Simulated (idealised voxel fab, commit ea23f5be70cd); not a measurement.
process module | voxel capacitor over wiring
cross-section cut | 155 nm wide | cells 5 nm
A cross-section is a grid of square cells, given in bands from the top down. A band is one or more rows of cells.
Each band's line starts with the height of the band's top and of its bottom, in nm. Then come its materials from left to right, each with its width in nm. One material with "throughout" fills the band from edge to edge. "air" is empty space.
Height 0 is the level under which the wafer as received is all one material. The lowest band goes on downwards, as in "0 down".
A width such as "30 to 40" changes by the same amount from each row of cells to the next, from the band's top row to its bottom row.
"no change" after a step means that no cell of the cross-section changed.
closed voids: empty space of 8 cells or more with no open way to the top, each as width x height at its distance from the left edge, in nm
after a step's settings: what the simulator itself notes on the step
overlay nm, on a step with a mask: how far to the right of its planned place the mask lay; to the left if negative
plan
1 op RECEIVE | material Si
2 op CONFORMAL_DEP | material SiO2 | thk nm 15
3 op DIRECTIONAL_DEP | material TiN | thk nm 5
4 op DIRECTIONAL_DEP | material W | thk nm 15
5 op PATTERN | tone cover | mask id METAL_1 | material resist | width nm 25 | pitch nm 95 | thk nm 20 | overlay nm 0
6 op DIRECTIONAL_ETCH | etch materials W | depth nm 15
7 op DIRECTIONAL_ETCH | etch materials TiN | depth nm 5
8 op STRIP | etch materials resist
9 op FILL_DEP | material lowk | thk nm 5
10 op CMP | height nm 35
11 op CONFORMAL_DEP | material SiCN | thk nm 5
12 op DIRECTIONAL_DEP | material SiO2 | thk nm 20
13 op MASKED_ETCH | tone open | mask id PLUG_1 | width nm 15 | etch materials SiO2 | depth nm 20 | overlay nm 0
14 op MASKED_ETCH | tone open | mask id PLUG_1 | width nm 15 | etch materials SiCN | depth nm 5 | overlay nm 0
15 op CONFORMAL_DEP | material TiN | thk nm 5
16 op FILL_DEP | material Cu | thk nm 5
17 op CMP | height nm 60
18 op DIRECTIONAL_DEP | material TiN | thk nm 10
19 op DIRECTIONAL_DEP | material SiN | thk nm 5
20 op DIRECTIONAL_DEP | material TiN | thk nm 10
21 op MASKED_ETCH | tone cover | mask id UPPER_PLATE | width nm 75 | etch materials TiN | depth nm 10 | overlay nm 0
22 op MASKED_ETCH | tone cover | mask id UPPER_PLATE | width nm 75 | etch materials SiN | depth nm 5 | overlay nm 0
23 op MASKED_ETCH | tone cover | mask id LOWER_PLATE | width nm 85 | etch materials TiN | depth nm 10 | overlay nm 0
24 op FILL_DEP | material SiO2 | thk nm 15
25 op CMP | height nm 95
26 op PATTERN | tone open | mask id PLUG_2 | material resist | width nm 15 | thk nm 20 | overlay nm 0
27 op DIRECTIONAL_ETCH | etch materials SiO2 | depth nm 10
28 op STRIP | etch materials resist
29 op CONFORMAL_DEP | material TiN | thk nm 5
30 op FILL_DEP | material Ru | thk nm 5
31 op CMP | height nm 95
32 op CONFORMAL_DEP | material SiCN | thk nm 5
first wafer, as planned
as received, after step 1
  0 down: Si throughout
  closed voids: none
after step 2
  15 to 0: SiO2 throughout
  below 0: unchanged
after step 3
  20 to 15: TiN throughout
  below 15: unchanged
after step 4
  35 to 20: W throughout
  below 20: unchanged
after step 5
  55 to 35: air 15 | resist 25 | air 70 | resist 25 | air 20
  below 35: unchanged
after step 6
  55 to 35: air 15 | resist 25 | air 70 | resist 25 | air 20
  35 to 20: air 15 | W 25 | air 70 | W 25 | air 20
  below 20: unchanged
after step 7
  55 to 35: air 15 | resist 25 | air 70 | resist 25 | air 20
  35 to 20: air 15 | W 25 | air 70 | W 25 | air 20
  20 to 15: air 15 | TiN 25 | air 70 | TiN 25 | air 20
  below 15: unchanged
after step 8
  35 to 20: air 15 | W 25 | air 70 | W 25 | air 20
  below 20: unchanged
after step 9
  40 to 35: lowk throughout
  35 to 20: lowk 15 | W 25 | lowk 70 | W 25 | lowk 20
  20 to 15: lowk 15 | TiN 25 | lowk 70 | TiN 25 | lowk 20
  below 15: unchanged
after step 10
  35 to 20: lowk 15 | W 25 | lowk 70 | W 25 | lowk 20
  below 20: unchanged
after step 11
  40 to 35: SiCN throughout
  below 35: unchanged
after step 12
  60 to 40: SiO2 throughout
  below 40: unchanged
after step 13
  60 to 40: SiO2 25 | air 15 | SiO2 115
  below 40: unchanged
after step 14
  60 to 40: SiO2 25 | air 15 | SiO2 115
  40 to 35: SiCN 25 | air 15 | SiCN 115
  below 35: unchanged
after step 15
  65 to 60: TiN 30 | air 5 | TiN 120
  60 to 40: SiO2 25 | TiN 5 | air 5 | TiN 5 | SiO2 115
  40 to 35: SiCN 25 | TiN 15 | SiCN 115
  below 35: unchanged
after step 16
  70 to 65: Cu throughout
  65 to 60: TiN 30 | Cu 5 | TiN 120
  60 to 40: SiO2 25 | TiN 5 | Cu 5 | TiN 5 | SiO2 115
  below 40: unchanged
after step 17
  60 to 40: SiO2 25 | TiN 5 | Cu 5 | TiN 5 | SiO2 115
  below 40: unchanged
after step 18
  70 to 60: TiN throughout
  below 60: unchanged
after step 19
  75 to 70: SiN throughout
  below 70: unchanged
after step 20
  85 to 75: TiN throughout
  below 75: unchanged
after step 21
  85 to 75: air 25 | TiN 75 | air 55
  below 75: unchanged
after step 22
  85 to 75: air 25 | TiN 75 | air 55
  75 to 70: air 25 | SiN 75 | air 55
  below 70: unchanged
after step 23
  85 to 75: air 25 | TiN 75 | air 55
  75 to 70: air 25 | SiN 75 | air 55
  70 to 60: air 20 | TiN 85 | air 50
  below 60: unchanged
after step 24
  100 to 85: SiO2 throughout
  85 to 75: SiO2 25 | TiN 75 | SiO2 55
  75 to 70: SiO2 25 | SiN 75 | SiO2 55
  70 to 60: SiO2 20 | TiN 85 | SiO2 50
  below 60: unchanged
after step 25
  95 to 85: SiO2 throughout
  below 85: unchanged
after step 26
  115 to 95: resist 35 | air 15 | resist 105
  below 95: unchanged
after step 27
  115 to 95: resist 35 | air 15 | resist 105
  95 to 85: SiO2 35 | air 15 | SiO2 105
  below 85: unchanged
after step 28
  95 to 85: SiO2 35 | air 15 | SiO2 105
  below 85: unchanged
after step 29
  100 to 95: TiN 40 | air 5 | TiN 110
  95 to 90: SiO2 35 | TiN 5 | air 5 | TiN 5 | SiO2 105
  90 to 85: SiO2 35 | TiN 15 | SiO2 105
  below 85: unchanged
after step 30
  105 to 100: Ru throughout
  100 to 95: TiN 40 | Ru 5 | TiN 110
  95 to 90: SiO2 35 | TiN 5 | Ru 5 | TiN 5 | SiO2 105
  below 90: unchanged
after step 31
  95 to 90: SiO2 35 | TiN 5 | Ru 5 | TiN 5 | SiO2 105
  below 90: unchanged
after step 32
  100 to 95: SiCN throughout
  below 95: unchanged
second wafer: like start, like plan, one mistake. Through step 22 it matches the first wafer
when step 23 should have ended
  85 to 75: air 25 | TiN 75 | air 55
  75 to 70: air 25 | SiN 75 | air 55
  70 to 60: air 15 | TiN 95 | air 45
  below 60: unchanged
when step 24 should have ended
  100 to 85: SiO2 throughout
  85 to 75: SiO2 25 | TiN 75 | SiO2 55
  75 to 70: SiO2 25 | SiN 75 | SiO2 55
  70 to 60: SiO2 15 | TiN 95 | SiO2 45
  below 60: unchanged
when step 25 should have ended
  95 to 85: SiO2 throughout
  below 85: unchanged
when step 26 should have ended
  115 to 95: resist 35 | air 15 | resist 105
  below 95: unchanged
when step 27 should have ended
  115 to 95: resist 35 | air 15 | resist 105
  95 to 85: SiO2 35 | air 15 | SiO2 105
  below 85: unchanged
when step 28 should have ended
  95 to 85: SiO2 35 | air 15 | SiO2 105
  below 85: unchanged
when step 29 should have ended
  100 to 95: TiN 40 | air 5 | TiN 110
  95 to 90: SiO2 35 | TiN 5 | air 5 | TiN 5 | SiO2 105
  90 to 85: SiO2 35 | TiN 15 | SiO2 105
  below 85: unchanged
when step 30 should have ended
  105 to 100: Ru throughout
  100 to 95: TiN 40 | Ru 5 | TiN 110
  95 to 90: SiO2 35 | TiN 5 | Ru 5 | TiN 5 | SiO2 105
  below 90: unchanged
when step 31 should have ended
  95 to 90: SiO2 35 | TiN 5 | Ru 5 | TiN 5 | SiO2 105
  below 90: unchanged
when step 32 should have ended
  100 to 95: SiCN throughout
  below 95: unchanged
what went wrong: step 23 ran as: op MASKED_ETCH | tone cover | mask id LOWER_PLATE | width nm 95 | etch materials TiN | depth nm 10 | overlay nm 0
at the end the second wafer has, in cells: 4 fewer of SiO2 | 4 more of TiN
